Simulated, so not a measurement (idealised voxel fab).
process module | voxel transistor to metal
cross-section cut | 180 nm wide | cells 5 nm
A cross-section is a grid of square cells, given in bands from the top down. A band is one or more rows of cells.
Each band's line starts with the height of the band's top and of its bottom, in nm. Then come its materials from left to right, each with its width in nm. One material with "throughout" fills the band from edge to edge. "air" is empty space.
Height 0 is the level under which the wafer as received is all one material. The lowest band goes on downwards, as in "0 down".
A width such as "30 to 40" changes by the same amount from each row of cells to the next, from the band's top row to its bottom row.
"no change" after a step means that no cell of the cross-section changed.
closed voids: empty space of 8 cells or more with no open way to the top, each as width x height at its distance from the left edge, in nm
after a step's settings: what the simulator itself notes on the step
overlay nm, on a step with a mask: how far to the right of its planned place the mask lay; to the left if negative
Each pair below shows a cross-section before one step and the cross-section after it, down to the lowest band that changed. The line under each pair gives the step between them, with its settings. The pairs can come from different runs of this module on the same starting wafer, so a pair continues from the pair above only where its "before" says so.
before
  35 to 25: W throughout
  25 to 20: TiN 45 | W 10 | TiN 70 | W 10 | TiN 45
  20 to 10: SiO2 40 | TiN 5 | W 10 | TiN 5 | SiO2 60 | TiN 5 | W 10 | TiN 5 | SiO2 40
  10 to 0: SiO2 40 | TiN 5 | W 10 | TiN 5 | SiO2 5 | SiN 5 | HfO2 5 | TiN 5 | W 20 | TiN 5 | HfO2 5 | SiN 5 | SiO2 5 | TiN 5 | W 10 | TiN 5 | SiO2 40
  0 to -5: SiO2 35 | SiN 5 | TiN 20 | SiO2 5 | SiN 5 | HfO2 5 | TiN 30 | HfO2 5 | SiN 5 | SiO2 5 | TiN 20 | SiN 5 | SiO2 35
  -5 to -10: SiO2 40 | nSi 25 | SiO2 5 | HfO2 40 | SiO2 5 | nSi 25 | SiO2 40
  -10 to -35: SiO2 35 | Si 110 | SiO2 35
  -35 down: Si throughout
  closed voids: none
after
  30 to 25: W throughout
  below 25: unchanged
  closed voids: none
the step between: op CMP | height nm 30
before: the cross-section after the pair above
after
  35 to 30: TiN throughout
  below 30: unchanged
  closed voids: none
the step between: op DIRECTIONAL_DEP | material TiN | thk nm 5
before: the cross-section after the pair above
after
  55 to 35: W throughout
  below 35: unchanged
  closed voids: none
the step between: op DIRECTIONAL_DEP | material W | thk nm 20
before: the cross-section after the pair above
after
  65 to 55: aC throughout
  below 55: unchanged
  closed voids: none
the step between: op DIRECTIONAL_DEP | material aC | thk nm 10
before: the cross-section after the pair above
after
  90 to 65: air 40 | resist 20 | air 60 | resist 20 | air 40
  below 65: unchanged
  closed voids: none
the step between: op PATTERN | tone cover | mask id METAL_1 | material resist | width nm 20 | pitch nm 80 | thk nm 25 | overlay nm 0
before: the cross-section after the pair above
after
  80 to 65: air 40 | resist 20 | air 60 | resist 20 | air 40
  65 to 55: air 40 | aC 20 | air 60 | aC 20 | air 40
  below 55: unchanged
  closed voids: none
the step between: op DIRECTIONAL_ETCH | etch materials aC | depth nm 10
before: the cross-section after the pair above
after
  65 to 55: air 40 | aC 20 | air 60 | aC 20 | air 40
  below 55: unchanged
  closed voids: none
the step between: op STRIP | etch materials resist
before: the cross-section after the pair above
after
  65 to 55: air 40 | aC 20 | air 60 | aC 20 | air 40
  55 to 35: air 40 | W 20 | air 60 | W 20 | air 40
  below 35: unchanged
  closed voids: none
the step between: op DIRECTIONAL_ETCH | etch materials W | depth nm 20
before: the cross-section after the pair above
after
  65 to 55: air 40 | aC 20 | air 60 | aC 20 | air 40
  55 to 35: air 40 | W 20 | air 60 | W 20 | air 40
  35 to 30: air 40 | TiN 20 | air 60 | TiN 20 | air 40
  below 30: unchanged
  closed voids: none
the step between: op DIRECTIONAL_ETCH | etch materials TiN | depth nm 5
before: the cross-section after the pair above
after
  55 to 35: air 40 | W 20 | air 60 | W 20 | air 40
  below 35: unchanged
  closed voids: none
the step between: op STRIP | etch materials aC
before: the cross-section after the pair above
after
  65 to 55: SiO2 throughout
  55 to 35: SiO2 40 | W 20 | SiO2 60 | W 20 | SiO2 40
  35 to 30: SiO2 40 | TiN 20 | SiO2 60 | TiN 20 | SiO2 40
  below 30: unchanged
  closed voids: none
the step between: op FILL_DEP | material SiO2 | thk nm 10
before: the cross-section after the pair above
after
  45 to 35: SiO2 40 | W 20 | SiO2 60 | W 20 | SiO2 40
  below 35: unchanged
  closed voids: none
the step between: op CMP | height nm 45
before: the cross-section after the pair above
after
  50 to 45: SiCN throughout
  below 45: unchanged
  closed voids: none
the step between: op CONFORMAL_DEP | material SiCN | thk nm 5
before: the cross-section after the pair above
after
  85 to 50: lowk throughout
  below 50: unchanged
  closed voids: none
the step between: op DIRECTIONAL_DEP | material lowk | thk nm 35
before: the cross-section after the pair above
after
  85 to 65: lowk 40 | air 20 | lowk 60 | air 20 | lowk 40
  below 65: unchanged
  closed voids: none
the step between: op MASKED_ETCH | tone open | mask id METAL_2 | width nm 20 | pitch nm 80 | etch materials lowk | depth nm 20 | overlay nm 0
before: the cross-section after the pair above
after
  105 to 85: resist 40 | air 15 | resist 65 | air 15 | resist 45
  85 to 65: lowk 40 | air 15 | resist 5 | lowk 60 | air 15 | resist 5 | lowk 40
  below 65: unchanged
  closed voids: none
the step between: op PATTERN | tone open | mask id METAL_2_HOLES | material resist | width nm 15 | pitch nm 80 | thk nm 20 | overlay nm 0
before: the cross-section after the pair above
after
  105 to 85: resist 40 | air 15 | resist 65 | air 15 | resist 45
  85 to 65: lowk 40 | air 15 | resist 5 | lowk 60 | air 15 | resist 5 | lowk 40
  65 to 50: lowk 40 | air 15 | lowk 65 | air 15 | lowk 45
  below 50: unchanged
  closed voids: none
the step between: op DIRECTIONAL_ETCH | etch materials lowk | depth nm 15
before: the cross-section after the pair above
after
  105 to 85: resist 40 | air 15 | resist 65 | air 15 | resist 45
  85 to 65: lowk 40 | air 15 | resist 5 | lowk 60 | air 15 | resist 5 | lowk 40
  65 to 50: lowk 40 | air 15 | lowk 65 | air 15 | lowk 45
  50 to 45: SiCN 40 | air 15 | SiCN 65 | air 15 | SiCN 45
  below 45: unchanged
  closed voids: none
the step between: op DIRECTIONAL_ETCH | etch materials SiCN | depth nm 5
before: the cross-section after the pair above
after
  85 to 65: lowk 40 | air 20 | lowk 60 | air 20 | lowk 40
  below 65: unchanged
  closed voids: none
the step between: op STRIP | etch materials resist
before: the cross-section after the pair above
after
  90 to 85: TiN 45 | air 10 | TiN 70 | air 10 | TiN 45
  85 to 70: lowk 40 | TiN 5 | air 10 | TiN 5 | lowk 60 | TiN 5 | air 10 | TiN 5 | lowk 40
  70 to 65: lowk 40 | TiN 5 | air 5 | TiN 10 | lowk 60 | TiN 5 | air 5 | TiN 10 | lowk 40
  65 to 50: lowk 40 | TiN 5 | air 5 | TiN 5 | lowk 65 | TiN 5 | air 5 | TiN 5 | lowk 45
  50 to 45: SiCN 40 | TiN 15 | SiCN 65 | TiN 15 | SiCN 45
  below 45: unchanged
  closed voids: none
the step between: op CONFORMAL_DEP | material TiN | thk nm 5
before: the cross-section after the pair above
after
  95 to 90: Cu throughout
  90 to 85: TiN 45 | Cu 10 | TiN 70 | Cu 10 | TiN 45
  85 to 70: lowk 40 | TiN 5 | Cu 10 | TiN 5 | lowk 60 | TiN 5 | Cu 10 | TiN 5 | lowk 40
  70 to 65: lowk 40 | TiN 5 | Cu 5 | TiN 10 | lowk 60 | TiN 5 | Cu 5 | TiN 10 | lowk 40
  65 to 50: lowk 40 | TiN 5 | Cu 5 | TiN 5 | lowk 65 | TiN 5 | Cu 5 | TiN 5 | lowk 45
  below 50: unchanged
  closed voids: none
the step between: op FILL_DEP | material Cu | thk nm 5
before: the cross-section after the pair above
after
  85 to 70: lowk 40 | TiN 5 | Cu 10 | TiN 5 | lowk 60 | TiN 5 | Cu 10 | TiN 5 | lowk 40
  below 70: unchanged
  closed voids: none
the step between: op CMP | height nm 85
before: the cross-section after the pair above
after
  90 to 85: SiCN throughout
  below 85: unchanged
  closed voids: none
the step between: op CONFORMAL_DEP | material SiCN | thk nm 5
before
  35 to 30: SiCN 30 | air 120 | SiCN 30
  30 to 20: SiCN throughout
  20 to 15: polySi 30 | SiCN 120 | polySi 30
  15 to 0: polySi throughout
  0 to -5: SiO2 30 | polySi 120 | SiO2 30
  -5 to -10: SiO2 throughout
  -10 to -35: SiO2 35 | Si 110 | SiO2 35
  -35 down: Si throughout
  closed voids: none
after
  50 to 35: air 70 | resist 40 | air 70
  35 to 30: SiCN 30 | air 40 | resist 40 | air 40 | SiCN 30
  below 30: unchanged
  closed voids: none
the step between: op PATTERN | tone cover | mask id GATE | material resist | width nm 40 | thk nm 15 | overlay nm 0
before: the cross-section after the pair above
after
  50 to 30: air 70 | resist 40 | air 70
  30 to 20: air 70 | SiCN 40 | air 70
  20 to 15: polySi 30 | air 40 | SiCN 40 | air 40 | polySi 30
  below 15: unchanged
  closed voids: none
the step between: op DIRECTIONAL_ETCH | etch materials SiCN | depth nm 25
before: the cross-section after the pair above
after
  50 to 30: air 70 | resist 40 | air 70
  30 to 15: air 70 | SiCN 40 | air 70
  15 to 0: air 70 | polySi 40 | air 70
  0 to -5: SiO2 30 | air 40 | polySi 40 | air 40 | SiO2 30
  below -5: unchanged
  closed voids: none
the step between: op DIRECTIONAL_ETCH | etch materials polySi | depth nm 30
before: the cross-section after the pair above
after
  30 to 15: air 70 | SiCN 40 | air 70
  below 15: unchanged
  closed voids: none
the step between: op STRIP | etch materials resist
before: the cross-section after the pair above
after
  35 to 30: air 65 | SiO2 50 | air 65
  30 to 15: air 65 | SiO2 5 | SiCN 40 | SiO2 5 | air 65
  15 to 5: air 65 | SiO2 5 | polySi 40 | SiO2 5 | air 65
  5 to 0: SiO2 35 | air 30 | SiO2 5 | polySi 40 | SiO2 5 | air 30 | SiO2 35
  0 to -5: SiO2 70 | polySi 40 | SiO2 70
  below -5: unchanged
  closed voids: none
the step between: op CONFORMAL_DEP | material SiO2 | thk nm 5
before: the cross-section after the pair above
after
  30 to 15: air 65 | SiO2 5 | SiCN 40 | SiO2 5 | air 65
  15 to 0: air 65 | SiO2 5 | polySi 40 | SiO2 5 | air 65
  0 to -5: SiO2 35 | air 30 | SiO2 5 | polySi 40 | SiO2 5 | air 30 | SiO2 35
  below -5: unchanged
  closed voids: none
the step between: op DIRECTIONAL_ETCH | etch materials SiO2 | depth nm 5
before: the cross-section after the pair above
after
  35 to 30: air 60 | SiN 60 | air 60
  30 to 15: air 60 | SiN 5 | SiO2 5 | SiCN 40 | SiO2 5 | SiN 5 | air 60
  15 to 5: air 60 | SiN 5 | SiO2 5 | polySi 40 | SiO2 5 | SiN 5 | air 60
  5 to 0: SiN 40 | air 20 | SiN 5 | SiO2 5 | polySi 40 | SiO2 5 | SiN 5 | air 20 | SiN 40
  0 to -5: SiO2 35 | SiN 30 | SiO2 5 | polySi 40 | SiO2 5 | SiN 30 | SiO2 35
  below -5: unchanged
  closed voids: none
the step between: op CONFORMAL_DEP | material SiN | thk nm 5
before: the cross-section after the pair above
after
  30 to 15: air 60 | SiN 5 | SiO2 5 | SiCN 40 | SiO2 5 | SiN 5 | air 60
  15 to 0: air 60 | SiN 5 | SiO2 5 | polySi 40 | SiO2 5 | SiN 5 | air 60
  0 to -5: SiO2 35 | SiN 5 | air 20 | SiN 5 | SiO2 5 | polySi 40 | SiO2 5 | SiN 5 | air 20 | SiN 5 | SiO2 35
  below -5: unchanged
  closed voids: none
the step between: op DIRECTIONAL_ETCH | etch materials SiN | depth nm 5
before: the cross-section after the pair above
after
  30 to 25: air 60 | SiN 5 | air 5 | SiCN 40 | air 5 | SiN 5 | air 60
  25 to 15: air 60 | SiN 5 | SiO2 5 | SiCN 40 | SiO2 5 | SiN 5 | air 60
  15 to 0: air 60 | SiN 5 | SiO2 5 | polySi 40 | SiO2 5 | SiN 5 | air 60
  0 to -5: air 35 | SiN 5 | air 20 | SiN 5 | SiO2 5 | polySi 40 | SiO2 5 | SiN 5 | air 20 | SiN 5 | air 35
  -5 to -10: SiO2 40 | air 20 | SiO2 60 | air 20 | SiO2 40
  below -10: unchanged
  closed voids: none
the step between: op DIRECTIONAL_ETCH | etch materials SiO2 | depth nm 5
before: the cross-section after the pair above
after
  30 to 25: air 60 | SiN 5 | air 5 | SiCN 40 | air 5 | SiN 5 | air 60
  25 to 15: air 60 | SiN 5 | SiO2 5 | SiCN 40 | SiO2 5 | SiN 5 | air 60
  15 to 0: air 60 | SiN 5 | SiO2 5 | polySi 40 | SiO2 5 | SiN 5 | air 60
  0 to -5: air 35 | SiN 5 | air 20 | SiN 5 | SiO2 5 | polySi 40 | SiO2 5 | SiN 5 | air 20 | SiN 5 | air 35
  -5 to -10: SiO2 40 | nSi 20 | SiO2 60 | nSi 20 | SiO2 40
  below -10: unchanged
  closed voids: none
the step between: op EPI | material nSi | thk nm 5
before: the cross-section after the pair above
after
  40 to 30: SiO2 throughout
  30 to 15: SiO2 60 | SiN 5 | SiO2 5 | SiCN 40 | SiO2 5 | SiN 5 | SiO2 60
  15 to 0: SiO2 60 | SiN 5 | SiO2 5 | polySi 40 | SiO2 5 | SiN 5 | SiO2 60
  0 to -5: SiO2 35 | SiN 5 | SiO2 20 | SiN 5 | SiO2 5 | polySi 40 | SiO2 5 | SiN 5 | SiO2 20 | SiN 5 | SiO2 35
  below -5: unchanged
  closed voids: none
the step between: op FILL_DEP | material SiO2 | thk nm 10
before: the cross-section after the pair above
after
  15 to 0: SiO2 60 | SiN 5 | SiO2 5 | polySi 40 | SiO2 5 | SiN 5 | SiO2 60
  below 0: unchanged
  closed voids: none
the step between: op CMP | height nm 15
before: the cross-section after the pair above
after
  15 to 0: SiO2 60 | SiN 5 | SiO2 5 | air 40 | SiO2 5 | SiN 5 | SiO2 60
  0 to -5: SiO2 35 | SiN 5 | SiO2 20 | SiN 5 | SiO2 5 | air 40 | SiO2 5 | SiN 5 | SiO2 20 | SiN 5 | SiO2 35
  below -5: unchanged
  closed voids: none
the step between: op STRIP | etch materials polySi
before: the cross-section after the pair above
after
  15 to 10: air 60 | SiN 5 | air 50 | SiN 5 | air 60
  10 to 0: SiO2 60 | SiN 5 | air 50 | SiN 5 | SiO2 60
  0 to -5: SiO2 35 | SiN 5 | SiO2 20 | SiN 5 | air 50 | SiN 5 | SiO2 20 | SiN 5 | SiO2 35
  -5 to -10: SiO2 40 | nSi 20 | SiO2 5 | air 50 | SiO2 5 | nSi 20 | SiO2 40
  below -10: unchanged
  closed voids: none
the step between: op SELECTIVE_ETCH | etch materials SiO2 | depth nm 5
before: the cross-section after the pair above
after
  20 to 15: air 55 | HfO2 15 | air 40 | HfO2 15 | air 55
  15 to 10: HfO2 60 | SiN 5 | HfO2 5 | air 40 | HfO2 5 | SiN 5 | HfO2 60
  10 to 0: SiO2 60 | SiN 5 | HfO2 5 | air 40 | HfO2 5 | SiN 5 | SiO2 60
  0 to -5: SiO2 35 | SiN 5 | SiO2 20 | SiN 5 | HfO2 5 | air 40 | HfO2 5 | SiN 5 | SiO2 20 | SiN 5 | SiO2 35
  -5 to -10: SiO2 40 | nSi 20 | SiO2 5 | HfO2 50 | SiO2 5 | nSi 20 | SiO2 40
  below -10: unchanged
  closed voids: none
the step between: op CONFORMAL_DEP | material HfO2 | thk nm 5
before: the cross-section after the pair above
after
  25 to 20: air 50 | TiN 25 | air 30 | TiN 25 | air 50
  20 to 15: TiN 55 | HfO2 15 | TiN 5 | air 30 | TiN 5 | HfO2 15 | TiN 55
  15 to 10: HfO2 60 | SiN 5 | HfO2 5 | TiN 5 | air 30 | TiN 5 | HfO2 5 | SiN 5 | HfO2 60
  10 to 0: SiO2 60 | SiN 5 | HfO2 5 | TiN 5 | air 30 | TiN 5 | HfO2 5 | SiN 5 | SiO2 60
  0 to -5: SiO2 35 | SiN 5 | SiO2 20 | SiN 5 | HfO2 5 | TiN 40 | HfO2 5 | SiN 5 | SiO2 20 | SiN 5 | SiO2 35
  below -5: unchanged
  closed voids: none
the step between: op CONFORMAL_DEP | material TiN | thk nm 5
before: the cross-section after the pair above
after
  35 to 25: W throughout
  25 to 20: W 50 | TiN 25 | W 30 | TiN 25 | W 50
  20 to 15: TiN 55 | HfO2 15 | TiN 5 | W 30 | TiN 5 | HfO2 15 | TiN 55
  15 to 10: HfO2 60 | SiN 5 | HfO2 5 | TiN 5 | W 30 | TiN 5 | HfO2 5 | SiN 5 | HfO2 60
  10 to 0: SiO2 60 | SiN 5 | HfO2 5 | TiN 5 | W 30 | TiN 5 | HfO2 5 | SiN 5 | SiO2 60
  below 0: unchanged
  closed voids: none
the step between: op FILL_DEP | material W | thk nm 10
before: the cross-section after the pair above
after
  10 to 0: SiO2 60 | SiN 5 | HfO2 5 | TiN 5 | W 30 | TiN 5 | HfO2 5 | SiN 5 | SiO2 60
  below 0: unchanged
  closed voids: none
the step between: op CMP | height nm 10
before: the cross-section after the pair above
after
  20 to 10: SiO2 throughout
  below 10: unchanged
  closed voids: none
the step between: op DIRECTIONAL_DEP | material SiO2 | thk nm 10
before: the cross-section after the pair above
after
  35 to 20: resist 40 | air 20 | resist 60 | air 20 | resist 40
  below 20: unchanged
  closed voids: none
the step between: op PATTERN | tone open | mask id CONTACT | material resist | width nm 20 | pitch nm 80 | thk nm 15 | overlay nm 0
before: the cross-section after the pair above
after
  35 to 20: resist 40 | air 20 | resist 60 | air 20 | resist 40
  20 to 10: SiO2 40 | air 20 | SiO2 60 | air 20 | SiO2 40
  10 to 0: SiO2 40 | air 20 | SiN 5 | HfO2 5 | TiN 5 | W 30 | TiN 5 | HfO2 5 | SiN 5 | air 20 | SiO2 40
  0 to -5: SiO2 35 | SiN 5 | air 20 | SiN 5 | HfO2 5 | TiN 40 | HfO2 5 | SiN 5 | air 20 | SiN 5 | SiO2 35
  below -5: unchanged
  closed voids: none
the step between: op DIRECTIONAL_ETCH | etch materials SiO2 | depth nm 25
before: the cross-section after the pair above
after
  20 to 10: SiO2 40 | air 20 | SiO2 60 | air 20 | SiO2 40
  below 10: unchanged
  closed voids: none
the step between: op STRIP | etch materials resist
before: the cross-section after the pair above
after
  25 to 20: TiN 45 | air 10 | TiN 70 | air 10 | TiN 45
  20 to 10: SiO2 40 | TiN 5 | air 10 | TiN 5 | SiO2 60 | TiN 5 | air 10 | TiN 5 | SiO2 40
  10 to 0: SiO2 40 | TiN 5 | air 10 | TiN 5 | SiN 5 | HfO2 5 | TiN 5 | W 30 | TiN 5 | HfO2 5 | SiN 5 | TiN 5 | air 10 | TiN 5 | SiO2 40
  0 to -5: SiO2 35 | SiN 5 | TiN 20 | SiN 5 | HfO2 5 | TiN 40 | HfO2 5 | SiN 5 | TiN 20 | SiN 5 | SiO2 35
  below -5: unchanged
  closed voids: none
the step between: op CONFORMAL_DEP | material TiN | thk nm 5
before: the cross-section after the pair above
after
  35 to 25: W throughout
  25 to 20: TiN 45 | W 10 | TiN 70 | W 10 | TiN 45
  20 to 10: SiO2 40 | TiN 5 | W 10 | TiN 5 | SiO2 60 | TiN 5 | W 10 | TiN 5 | SiO2 40
  10 to 0: SiO2 40 | TiN 5 | W 10 | TiN 5 | SiN 5 | HfO2 5 | TiN 5 | W 30 | TiN 5 | HfO2 5 | SiN 5 | TiN 5 | W 10 | TiN 5 | SiO2 40
  below 0: unchanged
  closed voids: none
the step between: op FILL_DEP | material W | thk nm 10
before: the cross-section after the pair above
after
  20 to 10: SiO2 40 | TiN 5 | W 10 | TiN 5 | SiO2 60 | TiN 5 | W 10 | TiN 5 | SiO2 40
  below 10: unchanged
  closed voids: none
the step between: op CMP | height nm 20
before: the cross-section after the pair above
after
  25 to 20: TiN throughout
  below 20: unchanged
  closed voids: none
the step between: op DIRECTIONAL_DEP | material TiN | thk nm 5
before: the cross-section after the pair above
after
  45 to 25: W throughout
  below 25: unchanged
  closed voids: none
the step between: op DIRECTIONAL_DEP | material W | thk nm 20
before: the cross-section after the pair above
after
  55 to 45: aC throughout
  below 45: unchanged
  closed voids: none
the step between: op DIRECTIONAL_DEP | material aC | thk nm 10
before: the cross-section after the pair above
after
  80 to 55: air 40 | resist 20 | air 60 | resist 20 | air 40
  below 55: unchanged
  closed voids: none
the step between: op PATTERN | tone cover | mask id METAL_1 | material resist | width nm 20 | pitch nm 80 | thk nm 25 | overlay nm 0
before: the cross-section after the pair above
after
  70 to 55: air 40 | resist 20 | air 60 | resist 20 | air 40
  55 to 45: air 40 | aC 20 | air 60 | aC 20 | air 40
  below 45: unchanged
  closed voids: none
the step between: op DIRECTIONAL_ETCH | etch materials aC | depth nm 10
before: the cross-section after the pair above
after
  55 to 45: air 40 | aC 20 | air 60 | aC 20 | air 40
  below 45: unchanged
  closed voids: none
the step between: op STRIP | etch materials resist
before: the cross-section after the pair above
after
  55 to 45: air 40 | aC 20 | air 60 | aC 20 | air 40
  45 to 25: air 40 | W 20 | air 60 | W 20 | air 40
  below 25: unchanged
  closed voids: none
the step between: op DIRECTIONAL_ETCH | etch materials W | depth nm 20
before: the cross-section after the pair above
after
  55 to 45: air 40 | aC 20 | air 60 | aC 20 | air 40
  45 to 25: air 40 | W 20 | air 60 | W 20 | air 40
  25 to 20: air 40 | TiN 20 | air 60 | TiN 20 | air 40
  below 20: unchanged
  closed voids: none
the step between: op DIRECTIONAL_ETCH | etch materials TiN | depth nm 5
before: the cross-section after the pair above
after
  45 to 25: air 40 | W 20 | air 60 | W 20 | air 40
  below 25: unchanged
  closed voids: none
the step between: op STRIP | etch materials aC
before: the cross-section after the pair above
after
  55 to 45: SiO2 throughout
  45 to 25: SiO2 40 | W 20 | SiO2 60 | W 20 | SiO2 40
  25 to 20: SiO2 40 | TiN 20 | SiO2 60 | TiN 20 | SiO2 40
  below 20: unchanged
  closed voids: none
the step between: op FILL_DEP | material SiO2 | thk nm 10
before: the cross-section after the pair above
after
  45 to 25: SiO2 40 | W 20 | SiO2 60 | W 20 | SiO2 40
  below 25: unchanged
  closed voids: none
the step between: op CMP | height nm 45
before: the cross-section after the pair above
after
  50 to 45: SiCN throughout
  below 45: unchanged
  closed voids: none
the step between: op CONFORMAL_DEP | material SiCN | thk nm 5
before: the cross-section after the pair above
after
  85 to 50: lowk throughout
  below 50: unchanged
  closed voids: none
the step between: op DIRECTIONAL_DEP | material lowk | thk nm 35
before: the cross-section after the pair above
after
  85 to 65: lowk 40 | air 20 | lowk 60 | air 20 | lowk 40
  below 65: unchanged
  closed voids: none
the step between: op MASKED_ETCH | tone open | mask id METAL_2 | width nm 20 | pitch nm 80 | etch materials lowk | depth nm 20 | overlay nm 0
before: the cross-section after the pair above
after
  105 to 85: resist 40 | air 15 | resist 65 | air 15 | resist 45
  85 to 65: lowk 40 | air 15 | resist 5 | lowk 60 | air 15 | resist 5 | lowk 40
  below 65: unchanged
  closed voids: none
the step between: op PATTERN | tone open | mask id METAL_2_HOLES | material resist | width nm 15 | pitch nm 80 | thk nm 20 | overlay nm 0
before: the cross-section after the pair above
after
  105 to 85: resist 40 | air 15 | resist 65 | air 15 | resist 45
  85 to 65: lowk 40 | air 15 | resist 5 | lowk 60 | air 15 | resist 5 | lowk 40
  65 to 50: lowk 40 | air 15 | lowk 65 | air 15 | lowk 45
  below 50: unchanged
  closed voids: none
the step between: op DIRECTIONAL_ETCH | etch materials lowk | depth nm 15
before: the cross-section after the pair above
after
  105 to 85: resist 40 | air 15 | resist 65 | air 15 | resist 45
  85 to 65: lowk 40 | air 15 | resist 5 | lowk 60 | air 15 | resist 5 | lowk 40
  65 to 50: lowk 40 | air 15 | lowk 65 | air 15 | lowk 45
  50 to 45: SiCN 40 | air 15 | SiCN 65 | air 15 | SiCN 45
  below 45: unchanged
  closed voids: none
the step between: op DIRECTIONAL_ETCH | etch materials SiCN | depth nm 5
before: the cross-section after the pair above
after
  85 to 65: lowk 40 | air 20 | lowk 60 | air 20 | lowk 40
  below 65: unchanged
  closed voids: none
the step between: op STRIP | etch materials resist
before: the cross-section after the pair above
after
  90 to 85: TiN 45 | air 10 | TiN 70 | air 10 | TiN 45
  85 to 70: lowk 40 | TiN 5 | air 10 | TiN 5 | lowk 60 | TiN 5 | air 10 | TiN 5 | lowk 40
  70 to 65: lowk 40 | TiN 5 | air 5 | TiN 10 | lowk 60 | TiN 5 | air 5 | TiN 10 | lowk 40
  65 to 50: lowk 40 | TiN 5 | air 5 | TiN 5 | lowk 65 | TiN 5 | air 5 | TiN 5 | lowk 45
  50 to 45: SiCN 40 | TiN 15 | SiCN 65 | TiN 15 | SiCN 45
  below 45: unchanged
  closed voids: none
the step between: op CONFORMAL_DEP | material TiN | thk nm 5
before: the cross-section after the pair above
after
  95 to 90: Cu throughout
  90 to 85: TiN 45 | Cu 10 | TiN 70 | Cu 10 | TiN 45
  85 to 70: lowk 40 | TiN 5 | Cu 10 | TiN 5 | lowk 60 | TiN 5 | Cu 10 | TiN 5 | lowk 40
  70 to 65: lowk 40 | TiN 5 | Cu 5 | TiN 10 | lowk 60 | TiN 5 | Cu 5 | TiN 10 | lowk 40
  65 to 50: lowk 40 | TiN 5 | Cu 5 | TiN 5 | lowk 65 | TiN 5 | Cu 5 | TiN 5 | lowk 45
  below 50: unchanged
  closed voids: none
the step between: op FILL_DEP | material Cu | thk nm 5
before: the cross-section after the pair above
after
  85 to 70: lowk 40 | TiN 5 | Cu 10 | TiN 5 | lowk 60 | TiN 5 | Cu 10 | TiN 5 | lowk 40
  below 70: unchanged
  closed voids: none
the step between: op CMP | height nm 85
before: the cross-section after the pair above
after
  90 to 85: SiCN throughout
  below 85: unchanged
  closed voids: none
the step between: op CONFORMAL_DEP | material SiCN | thk nm 5
before
  20 to 10: SiO2 throughout
  10 to 0: SiO2 65 | SiN 5 | HfO2 5 | TiN 5 | W 20 | TiN 5 | HfO2 5 | SiN 5 | SiO2 65
  0 to -5: SiO2 35 | SiN 5 | SiO2 25 | SiN 5 | HfO2 5 | TiN 30 | HfO2 5 | SiN 5 | SiO2 25 | SiN 5 | SiO2 35
  -5 to -10: SiO2 40 | nSi 25 | SiO2 5 | HfO2 40 | SiO2 5 | nSi 25 | SiO2 40
  -10 to -35: SiO2 35 | Si 110 | SiO2 35
  -35 down: Si throughout
  closed voids: none
after
  35 to 20: resist 30 | air 20 | resist 60 | air 20 | resist 50
  below 20: unchanged
  closed voids: none
the step between: op PATTERN | tone open | mask id CONTACT | material resist | width nm 20 | pitch nm 80 | thk nm 15 | overlay nm -10
before: the cross-section after the pair above
after
  35 to 20: resist 30 | air 20 | resist 60 | air 20 | resist 50
  20 to 10: SiO2 30 | air 20 | SiO2 60 | air 20 | SiO2 50
  10 to 0: SiO2 30 | air 20 | SiO2 15 | SiN 5 | HfO2 5 | TiN 5 | W 20 | TiN 5 | HfO2 5 | SiN 5 | air 15 | SiO2 50
  0 to -5: SiO2 30 | air 5 | SiN 5 | air 10 | SiO2 15 | SiN 5 | HfO2 5 | TiN 30 | HfO2 5 | SiN 5 | air 15 | SiO2 10 | SiN 5 | SiO2 35
  below -5: unchanged
  closed voids: none
the step between: op DIRECTIONAL_ETCH | etch materials SiO2 | depth nm 25
before: the cross-section after the pair above
after
  20 to 10: SiO2 30 | air 20 | SiO2 60 | air 20 | SiO2 50
  below 10: unchanged
  closed voids: none
the step between: op STRIP | etch materials resist
before: the cross-section after the pair above
after
  25 to 20: TiN 35 | air 10 | TiN 70 | air 10 | TiN 55
  20 to 10: SiO2 30 | TiN 5 | air 10 | TiN 5 | SiO2 60 | TiN 5 to 10 | air 10 to 5 | TiN 5 | SiO2 50
  10 to 5: SiO2 30 | TiN 5 | air 10 | TiN 5 | SiO2 15 | SiN 5 | HfO2 5 | TiN 5 | W 20 | TiN 5 | HfO2 5 | SiN 5 | TiN 5 | air 5 | TiN 5 | SiO2 50
  5 to 0: SiO2 30 | TiN 20 | SiO2 15 | SiN 5 | HfO2 5 | TiN 5 | W 20 | TiN 5 | HfO2 5 | SiN 5 | TiN 5 | air 5 | TiN 5 | SiO2 50
  0 to -5: SiO2 30 | TiN 5 | SiN 5 | TiN 10 | SiO2 15 | SiN 5 | HfO2 5 | TiN 30 | HfO2 5 | SiN 5 | TiN 15 | SiO2 10 | SiN 5 | SiO2 35
  below -5: unchanged
  closed voids: none
the step between: op CONFORMAL_DEP | material TiN | thk nm 5
before: the cross-section after the pair above
after
  35 to 25: W throughout
  25 to 20: TiN 35 | W 10 | TiN 70 | W 10 | TiN 55
  20 to 10: SiO2 30 | TiN 5 | W 10 | TiN 5 | SiO2 60 | TiN 5 to 10 | W 10 to 5 | TiN 5 | SiO2 50
  10 to 5: SiO2 30 | TiN 5 | W 10 | TiN 5 | SiO2 15 | SiN 5 | HfO2 5 | TiN 5 | W 20 | TiN 5 | HfO2 5 | SiN 5 | TiN 5 | W 5 | TiN 5 | SiO2 50
  5 to 0: SiO2 30 | TiN 20 | SiO2 15 | SiN 5 | HfO2 5 | TiN 5 | W 20 | TiN 5 | HfO2 5 | SiN 5 | TiN 5 | W 5 | TiN 5 | SiO2 50
  below 0: unchanged
  closed voids: none
the step between: op FILL_DEP | material W | thk nm 10
before: the cross-section after the pair above
after
  20 to 10: SiO2 30 | TiN 5 | W 10 | TiN 5 | SiO2 60 | TiN 5 to 10 | W 10 to 5 | TiN 5 | SiO2 50
  below 10: unchanged
  closed voids: none
the step between: op CMP | height nm 20
before: the cross-section after the pair above
after
  25 to 20: TiN throughout
  below 20: unchanged
  closed voids: none
the step between: op DIRECTIONAL_DEP | material TiN | thk nm 5
before: the cross-section after the pair above
after
  45 to 25: W throughout
  below 25: unchanged
  closed voids: none
the step between: op DIRECTIONAL_DEP | material W | thk nm 20
before: the cross-section after the pair above
after
  55 to 45: aC throughout
  below 45: unchanged
  closed voids: none
the step between: op DIRECTIONAL_DEP | material aC | thk nm 10
before: the cross-section after the pair above
after
  80 to 55: air 40 | resist 20 | air 60 | resist 20 | air 40
  below 55: unchanged
  closed voids: none
the step between: op PATTERN | tone cover | mask id METAL_1 | material resist | width nm 20 | pitch nm 80 | thk nm 25 | overlay nm 0
before: the cross-section after the pair above
after
  70 to 55: air 40 | resist 20 | air 60 | resist 20 | air 40
  55 to 45: air 40 | aC 20 | air 60 | aC 20 | air 40
  below 45: unchanged
  closed voids: none
the step between: op DIRECTIONAL_ETCH | etch materials aC | depth nm 10
before: the cross-section after the pair above
after
  55 to 45: air 40 | aC 20 | air 60 | aC 20 | air 40
  below 45: unchanged
  closed voids: none
the step between: op STRIP | etch materials resist
